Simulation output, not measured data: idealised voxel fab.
The name of this process module is voxel ribs on slabs.
This is section cut - it's 295 nm across, gridded in 5 nm square cells.
A cross-section is a grid of square cells, given in bands from the top down. A band is one or more rows of cells.
First you get the band's top height and its bottom height, in nm, and then the materials it's made of, left to right, with each width in nm. If you see a single material with "throughout", that one covers the band edge to edge. "blank" is empty space.
For the purposes of this specification, 0 denotes the height below which the wafer in its as-received condition is composed wholly of one material, and the lowermost band, lacking a lower limit, extends downward without end, as expressed in "0 -> down".
Read "30->40" as a graded width: first number on top, second number at the bottom, same change between each pair of neighbouring rows.
No cell of the cross-section changed in a step that is given as "stayed the same".
For the entry "Enclosed voids", the listed items are empty spaces with no open way to the top whose size is 8 cells or more; each item follows the pattern width x height at distance, where distance is from the left edge and all three are in nm.
Formally, on a step line, whatever follows the settings is a remark that the simulator itself makes on the step.
overlay nm: on a step with a mask, how far right of its planned place the mask lay; negative means left.
**Below is the list of planned process steps**
- 1: RECEIVE with material Si
- 2: DIRECTIONAL_DEP with material SiO2, thk nm 30
- 3: DIRECTIONAL_DEP with material polySi, thk nm 25
- 4: PATTERN with tone cover, mask id RIB, material resist, width nm 20, thk nm 20, overlay nm 0
- 5: DIRECTIONAL_ETCH with etch materials polySi, depth nm 15
- 6: STRIP with etch materials resist
- 7: MASKED_ETCH with tone cover, mask id SLAB, width nm 60, etch materials polySi, depth nm 10, overlay nm 0
- 8: FILL_DEP with material SiO2, thk nm 30
- 9: CMP with height nm 75
- 10: DIRECTIONAL_DEP with material W, thk nm 5
- 11: DIRECTIONAL_DEP with material aC, thk nm 10
- 12: PATTERN with tone cover, mask id HEATER, material resist, width nm 40, thk nm 25, overlay nm 0
- 13: DIRECTIONAL_ETCH with etch materials aC, depth nm 10
- 14: STRIP with etch materials resist
- 15: DIRECTIONAL_ETCH with etch materials W, depth nm 5
- 16: STRIP with etch materials aC
- 17: CONFORMAL_DEP with material SiO2, thk nm 10
The plan shows the width nm of step 4 as the first wafer had it; this setting differs between the wafers, which start out alike.
**Cross-section: the first of several wafers in its as-received state, i.e. following step 1**
	0 -> down: Si throughout
	Enclosed voids: none
**The figure below presents a cross-section of the first of several wafers at the conclusion of the module, following its last step, step 17**
	90 -> 85: 115 blank | 60 SiO2 | 120 blank
	85 -> 80: SiO2 throughout
	80 -> 75: 125 SiO2 | 40 W | 130 SiO2
	75 -> 55: SiO2 throughout
	55 -> 40: 135 SiO2 | 20 polySi | 140 SiO2
	40 -> 30: 115 SiO2 | 60 polySi | 120 SiO2
	30 -> 0: SiO2 throughout
	0 -> down: Si throughout
	Enclosed voids: none
**Cross-section of the last wafer at end of module**
	90 -> 85: 115 blank | 60 SiO2 | 120 blank
	85 -> 80: SiO2 throughout
	80 -> 75: 125 SiO2 | 40 W | 130 SiO2
	75 -> 55: SiO2 throughout
	55 -> 40: 125 SiO2 | 45 polySi | 125 SiO2
	40 -> 30: 115 SiO2 | 60 polySi | 120 SiO2
	30 -> 0: SiO2 throughout
	0 -> down: Si throughout
	Enclosed voids: none
**Quick key for the table: a row per wafer, taken at the end of the module. For each material it tells you how many cells the wafer gained (+) or lost (-) since it came in, and the closed voids come after**
width nm 20; +971 SiO2; +8 W; +36 polySi; Enclosed voids: none
width nm 25; +968 SiO2; +8 W; +39 polySi; Enclosed voids: none
width nm 30; +965 SiO2; +8 W; +42 polySi; Enclosed voids: none
width nm 35; +962 SiO2; +8 W; +45 polySi; Enclosed voids: none
width nm 40; +959 SiO2; +8 W; +48 polySi; Enclosed voids: none
width nm 45; +956 SiO2; +8 W; +51 polySi; Enclosed voids: none
